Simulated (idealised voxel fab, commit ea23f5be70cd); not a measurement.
process module | voxel spacer lines
cross-section cut | 225 nm wide | cells 5 nm
A cross-section is a grid of square cells, given in bands from the top down. A band is one or more rows of cells.
Each band's line starts with the height of the band's top and of its bottom, in nm. Then come its materials from left to right, each with its width in nm. One material with "throughout" fills the band from edge to edge. "air" is empty space.
Height 0 is the level under which the wafer as received is all one material. The lowest band goes on downwards, as in "0 down".
A width such as "30 to 40" changes by the same amount from each row of cells to the next, from the band's top row to its bottom row.
"no change" after a step means that no cell of the cross-section changed.
closed voids: empty space of 8 cells or more with no open way to the top, each as width x height at its distance from the left edge, in nm
after a step's settings: what the simulator itself notes on the step
overlay nm, on a step with a mask: how far to the right of its planned place the mask lay; to the left if negative
plan
1 op RECEIVE | material Si
2 op CONFORMAL_DEP | material Al2O3 | thk nm 5
3 op DIRECTIONAL_DEP | material polySi | thk nm 20
4 op DIRECTIONAL_DEP | material aC | thk nm 20
5 op PATTERN | tone cover | mask id MANDREL | material resist | width nm 20 | pitch nm 70 | thk nm 25 | overlay nm 0
6 op DIRECTIONAL_ETCH | etch materials aC | depth nm 20
7 op STRIP | etch materials resist
8 op CONFORMAL_DEP | material SiN | thk nm 15
9 op DIRECTIONAL_ETCH | etch materials SiN | depth nm 15
10 op STRIP | etch materials aC
11 op DIRECTIONAL_ETCH | etch materials polySi | depth nm 20
12 op STRIP | etch materials SiN
as received, after step 1
  0 down: Si throughout
  closed voids: none
first wafer at the end, as planned
  25 to 5: air 15 | polySi 15 | air 20 | polySi 15 | air 20 | polySi 15 | air 20 | polySi 15 | air 20 | polySi 15 | air 20 | polySi 15 | air 20
  5 to 0: Al2O3 throughout
  0 down: Si throughout
  closed voids: none
second wafer at the end: like start, like plan, one mistake
  45 to 25: air 15 | polySi 15 | air 20 | polySi 15 | air 20 | polySi 15 | air 20 | polySi 15 | air 20 | polySi 15 | air 20 | polySi 15 | air 20
  25 to 5: polySi throughout
  5 to 0: Al2O3 throughout
  0 down: Si throughout
  closed voids: none
what went wrong: step 3 was run twice
at the end the second wafer has, in cells: 180 more of polySi
